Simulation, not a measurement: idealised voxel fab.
Process module, titled voxel local oxidation
FYI the section here is cut, 210 nm wide, cells are 5 nm squares.
Think of the cross-section as a grid of square cells. We describe it in bands, top to bottom, and each band covers one or more rows of those cells. Look at the band entry: it leads with the top's height and the bottom's height in nm. Then it lists the materials left to right, with a width in nm for each. The word "throughout" on a single material says that material fills the band edge to edge. The word "empty" is empty space. Measure heights from 0. That's the level where, below it, the as-received wafer is all one material. The lowest band is bottomless and extends downward; write it as in "top 0, no bottom". Top row gets the first number, bottom row gets the second, and each row in between changes by the same step: that is how a band width like "30..40" works. The cross-section has no changed cell in any step marked "nothing altered". So "Closed void listing" is basically the list of trapped voids: any empty space of 8 cells or more that can't reach the top through an opening. They're written width x height at distance, the distance being from the left edge, and it's all nm. What comes after the settings on a step's line is commentary from the simulator itself on that step. When a step includes a mask, the "overlay nm" setting on its line states how far to the right of its planned place that mask lay, and negative values state how far to the left.

**Process steps (planned)**
| 1 | RECEIVE [material Si] |
| 2 | OXIDIZE [depth nm 5] |
| 3 | CONFORMAL_DEP [material SiN] [thk nm 10] |
| 4 | DIRECTIONAL_DEP [material aC] [thk nm 15] |
| 5 | PATTERN [tone cover] [mask id ACTIVE] [material resist] [width nm 90] [thk nm 30] [overlay nm 0] |
| 6 | DIRECTIONAL_ETCH [etch materials aC] [depth nm 15] |
| 7 | STRIP [etch materials resist] |
| 8 | DIRECTIONAL_ETCH [etch materials SiN] [depth nm 10] |
| 9 | STRIP [etch materials aC] |
| 10 | SELECTIVE_ETCH [etch materials SiO2] [depth nm 5] |
| 11 | OXIDIZE [depth nm 15] |
| 12 | STRIP [etch materials SiN] |

**As received (post step 1): cross-section**
- top 0, no bottom  Si throughout
- Closed void listing: none

**The first of the two wafers as seen in cross-section once the module was finished; processing followed the plan**
- top 0, bottom -5  65 of empty  80 of SiO2  65 of empty
- top -5, bottom -20  80 of SiO2  50 of Si  80 of SiO2
- top -20, no bottom  Si throughout
- Closed void listing: none

**Wafer two, end of module, cross-section. Same start, same plan as wafer one. One mistake in the run**
- top 0, bottom -5  55 of SiO2  100 of empty  55 of SiO2
- top -5, bottom -20  40 of Si  130 of SiO2  40 of Si
- top -20, no bottom  Si throughout
- Closed void listing: none
What went wrong in running the wafer? step 5 was not run as planned; what actually ran was PATTERN [tone open] [mask id ACTIVE] [material resist] [width nm 90] [thk nm 30] [overlay nm 0]
Count the cells at the end and the second wafer has more or fewer of some materials than the first: Si +18, SiO2 -12
